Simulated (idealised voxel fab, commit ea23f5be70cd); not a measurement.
You're looking at the process module voxel tone inversion.
Square cells of 5 nm make up the cross-section cut, whose width is 250 nm.
Bands, listed from the top down, are how a cross-section gets written in this document; the cross-section itself is a grid of square cells, and a band is one or more rows of them. First you get the band's top height and its bottom height, in nm, and then the materials it's made of, left to right, with each width in nm. If you see a single material with "all across", that one covers the band edge to edge. "empty" is empty space. A quick word on heights: they are counted from 0, and under that level the wafer as it came to us is one material throughout. The lowest band is different from the rest in having no bottom; it simply continues downward, written as in "0 down". Note: "30->40" means the width goes from the first number (top row of the band) to the second number (bottom row) in equal steps per row of cells. Take "remains unaltered" at face value: in the step it is given for, the cross-section changed in none of its cells. Entrapped void list: empty space of 8 cells or more with no open way to the top, each as width x height at its distance from the left edge, in nm. after a step's settings: what the simulator itself notes on the step. Steps that use a mask can have "overlay nm" on their line. It says how far the mask sat to the right of where it was meant to be. Negative means to the left.

Steps in the process plan
1 RECEIVE,material Si
2 CONFORMAL_DEP,material SiN,thk nm 5
3 DIRECTIONAL_DEP,material aC,thk nm 20
4 PATTERN,tone cover,mask id POSTS,material resist,width nm 20,pitch nm 45,thk nm 30,overlay nm 0
5 DIRECTIONAL_ETCH,etch materials aC,depth nm 20
6 STRIP,etch materials resist
7 FILL_DEP,material SiO2,thk nm 5
8 CMP,height nm 25
9 STRIP,etch materials aC
10 CONFORMAL_DEP,material TiN,thk nm 5
11 FILL_DEP,material W,thk nm 5
12 CMP,height nm 25
13 CONFORMAL_DEP,material SiCN,thk nm 5

first wafer, as planned

Cross-section of the incoming wafer, state after step 1
- 0 down  Si all across
- Entrapped void list: none

After step 2: wafer cross-section
- 5 to 0  SiN all across
- Heights below 0 show no change.

After step 3: wafer cross-section
- 25 to 5  aC all across
- Heights below 5 show no change.

After step 4: wafer cross-section
- 55 to 25  90 empty / 20 resist / 25 empty / 20 resist / 95 empty
- Heights below 25 show no change.

After step 5: wafer cross-section
- 35 to 25  90 empty / 20 resist / 25 empty / 20 resist / 95 empty
- 25 to 5  90 empty / 20 aC / 25 empty / 20 aC / 95 empty
- Heights below 5 show no change.

After step 6: wafer cross-section
- 25 to 5  90 empty / 20 aC / 25 empty / 20 aC / 95 empty
- Heights below 5 show no change.

After step 7: wafer cross-section
- 30 to 25  SiO2 all across
- 25 to 5  90 SiO2 / 20 aC / 25 SiO2 / 20 aC / 95 SiO2
- Heights below 5 show no change.

After step 8: wafer cross-section
- 25 to 5  90 SiO2 / 20 aC / 25 SiO2 / 20 aC / 95 SiO2
- Heights below 5 show no change.

After step 9: wafer cross-section
- 25 to 5  90 SiO2 / 20 empty / 25 SiO2 / 20 empty / 95 SiO2
- Heights below 5 show no change.

After step 10: wafer cross-section
- 30 to 25  95 TiN / 10 empty / 35 TiN / 10 empty / 100 TiN
- 25 to 10  90 SiO2 / 5 TiN / 10 empty / 5 TiN / 25 SiO2 / 5 TiN / 10 empty / 5 TiN / 95 SiO2
- 10 to 5  90 SiO2 / 20 TiN / 25 SiO2 / 20 TiN / 95 SiO2
- Heights below 5 show no change.

After step 11: wafer cross-section
- 35 to 30  W all across
- 30 to 25  95 TiN / 10 W / 35 TiN / 10 W / 100 TiN
- 25 to 10  90 SiO2 / 5 TiN / 10 W / 5 TiN / 25 SiO2 / 5 TiN / 10 W / 5 TiN / 95 SiO2
- Heights below 10 show no change.

After step 12: wafer cross-section
- 25 to 10  90 SiO2 / 5 TiN / 10 W / 5 TiN / 25 SiO2 / 5 TiN / 10 W / 5 TiN / 95 SiO2
- Heights below 10 show no change.

After step 13: wafer cross-section
- 30 to 25  SiCN all across
- Heights below 25 show no change.

The remaining wafer, second of the two, started like the first and was run to the same plan, except that one mistake was made along the way; the two coincide through step 2, inclusive

Cross-section of the second wafer at the time step 3 of the plan should have ended
- 25 to 0  SiN all across
- Heights below 0 show no change.

Cross-section of the second wafer at the time step 4 of the plan should have ended
- 55 to 25  90 empty / 20 resist / 25 empty / 20 resist / 95 empty
- Heights below 25 show no change.

Cross-section of the second wafer at the time step 5 of the plan should have ended
- 35 to 25  90 empty / 20 resist / 25 empty / 20 resist / 95 empty
- Heights below 25 show no change.

Cross-section of the second wafer at the time step 6 of the plan should have ended
- 25 to 0  SiN all across
- Heights below 0 show no change.

Cross-section of the second wafer at the time step 7 of the plan should have ended
- 30 to 25  SiO2 all across
- Heights below 25 show no change.

Cross-section of the second wafer at the time step 8 of the plan should have ended
- 25 to 0  SiN all across
- Heights below 0 show no change.

Cross-section of the second wafer at the time step 9 of the plan should have ended: remains unaltered

Cross-section of the second wafer at the time step 10 of the plan should have ended
- 30 to 25  TiN all across
- Heights below 25 show no change.

Cross-section of the second wafer at the time step 11 of the plan should have ended
- 35 to 30  W all across
- Heights below 30 show no change.

Cross-section of the second wafer at the time step 12 of the plan should have ended
- 25 to 0  SiN all across
- Heights below 0 show no change.

Cross-section of the second wafer at the time step 13 of the plan should have ended
- 30 to 25  SiCN all across
- Heights below 25 show no change.
What broke from the plan during processing? step 3 went in with a setting other than planned; the actual run was DIRECTIONAL_DEP,material SiN,thk nm 20
at the end the second wafer has, in cells: SiN: 200 more; SiO2: 168 fewer; TiN: 20 fewer; W: 12 fewer
